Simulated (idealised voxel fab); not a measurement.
The process module that follows is named voxel gate over fins.
The figure presents cross-section cut, which has a width of 170 nm and is divided into square cells with an edge length of 5 nm.
Cross-section layout: square cells on a grid; listed as bands, top to bottom; a band spans one or more cell rows. First you get the band's top height and its bottom height, in nm, and then the materials it's made of, left to right, with each width in nm. If you see a single material with "full width", that one covers the band edge to edge. "air" is empty space. Heights are reckoned from 0. Under this level, the received wafer is all of one material. The bottommost band is open-ended downward, for example "0 nm and below". You'd read "30..40" like this: the band's top row of cells is as wide as the first number, its bottom row is as wide as the second, and going down, every row changes width by the same amount as the row before did. For the purposes of this document, the phrase "everything unchanged" attached to a step denotes that no cell within the cross-section was modified by that step. "Catalogued sealed voids" means: voids of 8 cells or more that are shut off from the top with no open way through. Written width x height at distance, distance from the left edge, in nm. Where a step's line continues beyond its settings, the continuation is a remark by the simulator itself on that step. "overlay nm", when on a step's line for a step with a mask, measures how far to the right of its planned place the mask lay; a negative measure means to the left.
# Process steps - plan
1: RECEIVE [material Si]
2: CONFORMAL_DEP [material SiN] [thk nm 5]
3: DIRECTIONAL_DEP [material aC] [thk nm 15]
4: PATTERN [tone cover] [mask id FINS] [material resist] [width nm 15] [pitch nm 50] [thk nm 30] [overlay nm 0]
5: DIRECTIONAL_ETCH [etch materials aC] [depth nm 15]
6: STRIP [etch materials resist]
7: DIRECTIONAL_ETCH [etch materials SiN] [depth nm 5]
8: DIRECTIONAL_ETCH [etch materials Si] [depth nm 30]
9: STRIP [etch materials aC]
10: FILL_DEP [material SiO2] [thk nm 5]
11: CMP [height nm 5]
12: DIRECTIONAL_DEP [material aC] [thk nm 10]
13: PATTERN [tone open] [mask id RAIL] [material resist] [width nm 15] [thk nm 30] [overlay nm 0]
14: DIRECTIONAL_ETCH [etch materials aC] [depth nm 10]
15: STRIP [etch materials resist]
16: DIRECTIONAL_ETCH [etch materials SiO2] [depth nm 30]
17: STRIP [etch materials aC]
18: CONFORMAL_DEP [material TiN] [thk nm 5]
19: FILL_DEP [material W] [thk nm 5]
20: CMP [height nm 5]
21: SELECTIVE_ETCH [etch materials W Ru TiN] [depth nm 25]
22: FILL_DEP [material SiO2] [thk nm 5]
23: CMP [height nm 5]
24: SELECTIVE_ETCH [etch materials SiO2] [depth nm 20]
25: STRIP [etch materials SiN]
26: CONFORMAL_DEP [material HfO2] [thk nm 5]
27: CONFORMAL_DEP [material TiN] [thk nm 5]
28: FILL_DEP [material W] [thk nm 10]
29: CMP [height nm 15]
30: CONFORMAL_DEP [material SiN] [thk nm 10]
# First out of two wafers; run went to plan
# Here's what the wafer looked like in cross-section when it arrived - that's after step 1
  0 nm and below = Si full width
  Catalogued sealed voids: none
# Take a look at the wafer's cross-section after step 2
  5 nm to 0 nm = SiN full width
  Everything below 0 is unchanged.
# Take a look at the wafer's cross-section after step 3
  20 nm to 5 nm = aC full width
  Everything below 5 is unchanged.
# Take a look at the wafer's cross-section after step 4
  50 nm to 20 nm = air: 50, then resist: 15, then air: 35, then resist: 15, then air: 55
  Everything below 20 is unchanged.
# Take a look at the wafer's cross-section after step 5
  35 nm to 20 nm = air: 50, then resist: 15, then air: 35, then resist: 15, then air: 55
  20 nm to 5 nm = air: 50, then aC: 15, then air: 35, then aC: 15, then air: 55
  Everything below 5 is unchanged.
# Take a look at the wafer's cross-section after step 6
  20 nm to 5 nm = air: 50, then aC: 15, then air: 35, then aC: 15, then air: 55
  Everything below 5 is unchanged.
# Take a look at the wafer's cross-section after step 7
  20 nm to 5 nm = air: 50, then aC: 15, then air: 35, then aC: 15, then air: 55
  5 nm to 0 nm = air: 50, then SiN: 15, then air: 35, then SiN: 15, then air: 55
  Everything below 0 is unchanged.
# Take a look at the wafer's cross-section after step 8
  20 nm to 5 nm = air: 50, then aC: 15, then air: 35, then aC: 15, then air: 55
  5 nm to 0 nm = air: 50, then SiN: 15, then air: 35, then SiN: 15, then air: 55
  0 nm to -30 nm = air: 50, then Si: 15, then air: 35, then Si: 15, then air: 55
  Everything below -30 is unchanged.
# Take a look at the wafer's cross-section after step 9
  5 nm to 0 nm = air: 50, then SiN: 15, then air: 35, then SiN: 15, then air: 55
  Everything below 0 is unchanged.
# Take a look at the wafer's cross-section after step 10
  10 nm to 5 nm = SiO2 full width
  5 nm to 0 nm = SiO2: 50, then SiN: 15, then SiO2: 35, then SiN: 15, then SiO2: 55
  0 nm to -30 nm = SiO2: 50, then Si: 15, then SiO2: 35, then Si: 15, then SiO2: 55
  Everything below -30 is unchanged.
# Take a look at the wafer's cross-section after step 11
  5 nm to 0 nm = SiO2: 50, then SiN: 15, then SiO2: 35, then SiN: 15, then SiO2: 55
  Everything below 0 is unchanged.
# Take a look at the wafer's cross-section after step 12
  15 nm to 5 nm = aC full width
  Everything below 5 is unchanged.
# Take a look at the wafer's cross-section after step 13
  45 nm to 15 nm = resist: 75, then air: 15, then resist: 80
  Everything below 15 is unchanged.
# Take a look at the wafer's cross-section after step 14
  35 nm to 15 nm = resist: 75, then air: 15, then resist: 80
  15 nm to 5 nm = aC: 75, then air: 15, then aC: 80
  Everything below 5 is unchanged.
# Take a look at the wafer's cross-section after step 15
  15 nm to 5 nm = aC: 75, then air: 15, then aC: 80
  Everything below 5 is unchanged.
# Take a look at the wafer's cross-section after step 16
  15 nm to 5 nm = aC: 75, then air: 15, then aC: 80
  5 nm to 0 nm = SiO2: 50, then SiN: 15, then SiO2: 10, then air: 15, then SiO2: 10, then SiN: 15, then SiO2: 55
  0 nm to -25 nm = SiO2: 50, then Si: 15, then SiO2: 10, then air: 15, then SiO2: 10, then Si: 15, then SiO2: 55
  Everything below -25 is unchanged.
# Take a look at the wafer's cross-section after step 17
  5 nm to 0 nm = SiO2: 50, then SiN: 15, then SiO2: 10, then air: 15, then SiO2: 10, then SiN: 15, then SiO2: 55
  Everything below 0 is unchanged.
# Take a look at the wafer's cross-section after step 18
  10 nm to 5 nm = TiN: 80, then air: 5, then TiN: 85
  5 nm to 0 nm = SiO2: 50, then SiN: 15, then SiO2: 10, then TiN: 5, then air: 5, then TiN: 5, then SiO2: 10, then SiN: 15, then SiO2: 55
  0 nm to -20 nm = SiO2: 50, then Si: 15, then SiO2: 10, then TiN: 5, then air: 5, then TiN: 5, then SiO2: 10, then Si: 15, then SiO2: 55
  -20 nm to -25 nm = SiO2: 50, then Si: 15, then SiO2: 10, then TiN: 15, then SiO2: 10, then Si: 15, then SiO2: 55
  Everything below -25 is unchanged.
# Take a look at the wafer's cross-section after step 19
  15 nm to 10 nm = W full width
  10 nm to 5 nm = TiN: 80, then W: 5, then TiN: 85
  5 nm to 0 nm = SiO2: 50, then SiN: 15, then SiO2: 10, then TiN: 5, then W: 5, then TiN: 5, then SiO2: 10, then SiN: 15, then SiO2: 55
  0 nm to -20 nm = SiO2: 50, then Si: 15, then SiO2: 10, then TiN: 5, then W: 5, then TiN: 5, then SiO2: 10, then Si: 15, then SiO2: 55
  Everything below -20 is unchanged.
# Take a look at the wafer's cross-section after step 20
  5 nm to 0 nm = SiO2: 50, then SiN: 15, then SiO2: 10, then TiN: 5, then W: 5, then TiN: 5, then SiO2: 10, then SiN: 15, then SiO2: 55
  Everything below 0 is unchanged.
# Take a look at the wafer's cross-section after step 21
  5 nm to 0 nm = SiO2: 50, then SiN: 15, then SiO2: 10, then air: 15, then SiO2: 10, then SiN: 15, then SiO2: 55
  0 nm to -20 nm = SiO2: 50, then Si: 15, then SiO2: 10, then air: 15, then SiO2: 10, then Si: 15, then SiO2: 55
  Everything below -20 is unchanged.
# Take a look at the wafer's cross-section after step 22
  10 nm to 5 nm = SiO2 full width
  5 nm to 0 nm = SiO2: 50, then SiN: 15, then SiO2: 35, then SiN: 15, then SiO2: 55
  0 nm to -20 nm = SiO2: 50, then Si: 15, then SiO2: 35, then Si: 15, then SiO2: 55
  Everything below -20 is unchanged.
# Take a look at the wafer's cross-section after step 23
  5 nm to 0 nm = SiO2: 50, then SiN: 15, then SiO2: 35, then SiN: 15, then SiO2: 55
  Everything below 0 is unchanged.
# Take a look at the wafer's cross-section after step 24
  5 nm to 0 nm = air: 50, then SiN: 15, then air: 35, then SiN: 15, then air: 55
  0 nm to -15 nm = air: 50, then Si: 15, then air: 35, then Si: 15, then air: 55
  Everything below -15 is unchanged.
# Take a look at the wafer's cross-section after step 25
  0 nm to -15 nm = air: 50, then Si: 15, then air: 35, then Si: 15, then air: 55
  Everything below -15 is unchanged.
# Take a look at the wafer's cross-section after step 26
  5 nm to 0 nm = air: 45, then HfO2: 25, then air: 25, then HfO2: 25, then air: 50
  0 nm to -10 nm = air: 45, then HfO2: 5, then Si: 15, then HfO2: 5, then air: 25, then HfO2: 5, then Si: 15, then HfO2: 5, then air: 50
  -10 nm to -15 nm = HfO2: 50, then Si: 15, then HfO2: 35, then Si: 15, then HfO2: 55
  Everything below -15 is unchanged.
# Take a look at the wafer's cross-section after step 27
  10 nm to 5 nm = air: 40, then TiN: 35, then air: 15, then TiN: 35, then air: 45
  5 nm to 0 nm = air: 40, then TiN: 5, then HfO2: 25, then TiN: 5, then air: 15, then TiN: 5, then HfO2: 25, then TiN: 5, then air: 45
  0 nm to -5 nm = air: 40, then TiN: 5, then HfO2: 5, then Si: 15, then HfO2: 5, then TiN: 5, then air: 15, then TiN: 5, then HfO2: 5, then Si: 15, then HfO2: 5, then TiN: 5, then air: 45
  -5 nm to -10 nm = TiN: 45, then HfO2: 5, then Si: 15, then HfO2: 5, then TiN: 25, then HfO2: 5, then Si: 15, then HfO2: 5, then TiN: 50
  Everything below -10 is unchanged.
# Take a look at the wafer's cross-section after step 28
  20 nm to 10 nm = W full width
  10 nm to 5 nm = W: 40, then TiN: 35, then W: 15, then TiN: 35, then W: 45
  5 nm to 0 nm = W: 40, then TiN: 5, then HfO2: 25, then TiN: 5, then W: 15, then TiN: 5, then HfO2: 25, then TiN: 5, then W: 45
  0 nm to -5 nm = W: 40, then TiN: 5, then HfO2: 5, then Si: 15, then HfO2: 5, then TiN: 5, then W: 15, then TiN: 5, then HfO2: 5, then Si: 15, then HfO2: 5, then TiN: 5, then W: 45
  Everything below -5 is unchanged.
# Take a look at the wafer's cross-section after step 29
  15 nm to 10 nm = W full width
  Everything below 10 is unchanged.
# Take a look at the wafer's cross-section after step 30
  25 nm to 15 nm = SiN full width
  Everything below 15 is unchanged.
# Second wafer - shared start and plan with the first - one error in running - same as the first up to step 12 inclusive
# X-section, second wafer, when step 13 was due to finish
  45 nm to 15 nm = resist: 70, then air: 25, then resist: 75
  Everything below 15 is unchanged.
# X-section, second wafer, when step 14 was due to finish
  35 nm to 15 nm = resist: 70, then air: 25, then resist: 75
  15 nm to 5 nm = aC: 70, then air: 25, then aC: 75
  Everything below 5 is unchanged.
# X-section, second wafer, when step 15 was due to finish
  15 nm to 5 nm = aC: 70, then air: 25, then aC: 75
  Everything below 5 is unchanged.
# X-section, second wafer, when step 16 was due to finish
  15 nm to 5 nm = aC: 70, then air: 25, then aC: 75
  5 nm to 0 nm = SiO2: 50, then SiN: 15, then SiO2: 5, then air: 25, then SiO2: 5, then SiN: 15, then SiO2: 55
  0 nm to -25 nm = SiO2: 50, then Si: 15, then SiO2: 5, then air: 25, then SiO2: 5, then Si: 15, then SiO2: 55
  Everything below -25 is unchanged.
# X-section, second wafer, when step 17 was due to finish
  5 nm to 0 nm = SiO2: 50, then SiN: 15, then SiO2: 5, then air: 25, then SiO2: 5, then SiN: 15, then SiO2: 55
  Everything below 0 is unchanged.
# X-section, second wafer, when step 18 was due to finish
  10 nm to 5 nm = TiN: 75, then air: 15, then TiN: 80
  5 nm to 0 nm = SiO2: 50, then SiN: 15, then SiO2: 5, then TiN: 5, then air: 15, then TiN: 5, then SiO2: 5, then SiN: 15, then SiO2: 55
  0 nm to -20 nm = SiO2: 50, then Si: 15, then SiO2: 5, then TiN: 5, then air: 15, then TiN: 5, then SiO2: 5, then Si: 15, then SiO2: 55
  -20 nm to -25 nm = SiO2: 50, then Si: 15, then SiO2: 5, then TiN: 25, then SiO2: 5, then Si: 15, then SiO2: 55
  Everything below -25 is unchanged.
# X-section, second wafer, when step 19 was due to finish
  15 nm to 10 nm = W full width
  10 nm to 5 nm = TiN: 75, then W: 15, then TiN: 80
  5 nm to 0 nm = SiO2: 50, then SiN: 15, then SiO2: 5, then TiN: 5, then W: 15, then TiN: 5, then SiO2: 5, then SiN: 15, then SiO2: 55
  0 nm to -20 nm = SiO2: 50, then Si: 15, then SiO2: 5, then TiN: 5, then W: 15, then TiN: 5, then SiO2: 5, then Si: 15, then SiO2: 55
  Everything below -20 is unchanged.
# X-section, second wafer, when step 20 was due to finish
  5 nm to 0 nm = SiO2: 50, then SiN: 15, then SiO2: 5, then TiN: 5, then W: 15, then TiN: 5, then SiO2: 5, then SiN: 15, then SiO2: 55
  Everything below 0 is unchanged.
# X-section, second wafer, when step 21 was due to finish
  5 nm to 0 nm = SiO2: 50, then SiN: 15, then SiO2: 5, then air: 25, then SiO2: 5, then SiN: 15, then SiO2: 55
  0 nm to -20 nm = SiO2: 50, then Si: 15, then SiO2: 5, then air: 25, then SiO2: 5, then Si: 15, then SiO2: 55
  Everything below -20 is unchanged.
# X-section, second wafer, when step 22 was due to finish
  10 nm to 5 nm = SiO2 full width
  5 nm to 0 nm = SiO2: 50, then SiN: 15, then SiO2: 35, then SiN: 15, then SiO2: 55
  0 nm to -20 nm = SiO2: 50, then Si: 15, then SiO2: 35, then Si: 15, then SiO2: 55
  Everything below -20 is unchanged.
# X-section, second wafer, when step 23 was due to finish
  5 nm to 0 nm = SiO2: 50, then SiN: 15, then SiO2: 35, then SiN: 15, then SiO2: 55
  Everything below 0 is unchanged.
# X-section, second wafer, when step 24 was due to finish
  5 nm to 0 nm = air: 50, then SiN: 15, then air: 35, then SiN: 15, then air: 55
  0 nm to -15 nm = air: 50, then Si: 15, then air: 35, then Si: 15, then air: 55
  Everything below -15 is unchanged.
# X-section, second wafer, when step 25 was due to finish
  0 nm to -15 nm = air: 50, then Si: 15, then air: 35, then Si: 15, then air: 55
  Everything below -15 is unchanged.
# X-section, second wafer, when step 26 was due to finish
  5 nm to 0 nm = air: 45, then HfO2: 25, then air: 25, then HfO2: 25, then air: 50
  0 nm to -10 nm = air: 45, then HfO2: 5, then Si: 15, then HfO2: 5, then air: 25, then HfO2: 5, then Si: 15, then HfO2: 5, then air: 50
  -10 nm to -15 nm = HfO2: 50, then Si: 15, then HfO2: 35, then Si: 15, then HfO2: 55
  Everything below -15 is unchanged.
# X-section, second wafer, when step 27 was due to finish
  10 nm to 5 nm = air: 40, then TiN: 35, then air: 15, then TiN: 35, then air: 45
  5 nm to 0 nm = air: 40, then TiN: 5, then HfO2: 25, then TiN: 5, then air: 15, then TiN: 5, then HfO2: 25, then TiN: 5, then air: 45
  0 nm to -5 nm = air: 40, then TiN: 5, then HfO2: 5, then Si: 15, then HfO2: 5, then TiN: 5, then air: 15, then TiN: 5, then HfO2: 5, then Si: 15, then HfO2: 5, then TiN: 5, then air: 45
  -5 nm to -10 nm = TiN: 45, then HfO2: 5, then Si: 15, then HfO2: 5, then TiN: 25, then HfO2: 5, then Si: 15, then HfO2: 5, then TiN: 50
  Everything below -10 is unchanged.
# X-section, second wafer, when step 28 was due to finish
  20 nm to 10 nm = W full width
  10 nm to 5 nm = W: 40, then TiN: 35, then W: 15, then TiN: 35, then W: 45
  5 nm to 0 nm = W: 40, then TiN: 5, then HfO2: 25, then TiN: 5, then W: 15, then TiN: 5, then HfO2: 25, then TiN: 5, then W: 45
  0 nm to -5 nm = W: 40, then TiN: 5, then HfO2: 5, then Si: 15, then HfO2: 5, then TiN: 5, then W: 15, then TiN: 5, then HfO2: 5, then Si: 15, then HfO2: 5, then TiN: 5, then W: 45
  Everything below -5 is unchanged.
# X-section, second wafer, when step 29 was due to finish
  15 nm to 10 nm = W full width
  Everything below 10 is unchanged.
# X-section, second wafer, when step 30 was due to finish
  25 nm to 15 nm = SiN full width
  Everything below 15 is unchanged.
Against the plan, the run slipped here: step 13 was processed under conditions differing from the plan, specifically as PATTERN [tone open] [mask id RAIL] [material resist] [width nm 25] [thk nm 30] [overlay nm 0]
Once processing is complete, comparing cell counts shows that the second wafer has more or fewer of certain materials than the first: -2 SiO2, +2 TiN
